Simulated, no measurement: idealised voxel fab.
process module | voxel ribs on slabs
cross-section cut | 235 nm wide | cells 5 nm
A cross-section is a grid of square cells, given in bands from the top down. A band is one or more rows of cells.
Each band's line starts with the height of the band's top and of its bottom, in nm. Then come its materials from left to right, each with its width in nm. One material with "throughout" fills the band from edge to edge. "air" is empty space.
Height 0 is the level under which the wafer as received is all one material. The lowest band goes on downwards, as in "0 down".
A width such as "30 to 40" changes by the same amount from each row of cells to the next, from the band's top row to its bottom row.
"no change" after a step means that no cell of the cross-section changed.
closed voids: empty space of 8 cells or more with no open way to the top, each as width x height at its distance from the left edge, in nm
after a step's settings: what the simulator itself notes on the step
overlay nm, on a step with a mask: how far to the right of its planned place the mask lay; to the left if negative
plan
1 op RECEIVE | material Si
2 op DIRECTIONAL_DEP | material SiO2 | thk nm 30
3 op DIRECTIONAL_DEP | material SiN | thk nm 20
4 op PATTERN | tone cover | mask id RIB | material resist | width nm 20 | thk nm 20 | overlay nm 0
5 op DIRECTIONAL_ETCH | etch materials SiN | depth nm 10
6 op STRIP | etch materials resist
7 op PATTERN | tone cover | mask id SLAB | material resist | width nm 50 | thk nm 20 | overlay nm 0
8 op DIRECTIONAL_ETCH | etch materials SiN | depth nm 10
9 op STRIP | etch materials resist
10 op FILL_DEP | material SiO2 | thk nm 15
11 op CMP | height nm 60
12 op DIRECTIONAL_DEP | material TiN | thk nm 10
13 op DIRECTIONAL_DEP | material aC | thk nm 10
14 op PATTERN | tone cover | mask id HEATER | material resist | width nm 30 | thk nm 30 | overlay nm 0
15 op DIRECTIONAL_ETCH | etch materials aC | depth nm 10
16 op STRIP | etch materials resist
17 op DIRECTIONAL_ETCH | etch materials TiN | depth nm 10
18 op STRIP | etch materials aC
19 op CONFORMAL_DEP | material SiN | thk nm 5
as received, after step 1
  0 down: Si throughout
  closed voids: none
first wafer at the end, as planned
  75 to 70: air 95 | SiN 40 | air 100
  70 to 65: air 95 | SiN 5 | TiN 30 | SiN 5 | air 100
  65 to 60: SiN 100 | TiN 30 | SiN 105
  60 to 50: SiO2 throughout
  50 to 40: SiO2 105 | SiN 20 | SiO2 110
  40 to 30: SiO2 90 | SiN 50 | SiO2 95
  30 to 0: SiO2 throughout
  0 down: Si throughout
  closed voids: none
second wafer at the end: like start, like plan, one mistake
  75 to 70: air 100 | SiN 30 | air 105
  70 to 65: air 100 | SiN 5 | TiN 20 | SiN 5 | air 105
  65 to 60: SiN 105 | TiN 20 | SiN 110
  60 to 50: SiO2 throughout
  50 to 40: SiO2 105 | SiN 20 | SiO2 110
  40 to 30: SiO2 90 | SiN 50 | SiO2 95
  30 to 0: SiO2 throughout
  0 down: Si throughout
  closed voids: none
what went wrong: step 14 ran as: op PATTERN | tone cover | mask id HEATER | material resist | width nm 20 | thk nm 30 | overlay nm 0
at the end the second wafer has, in cells: 4 fewer of TiN
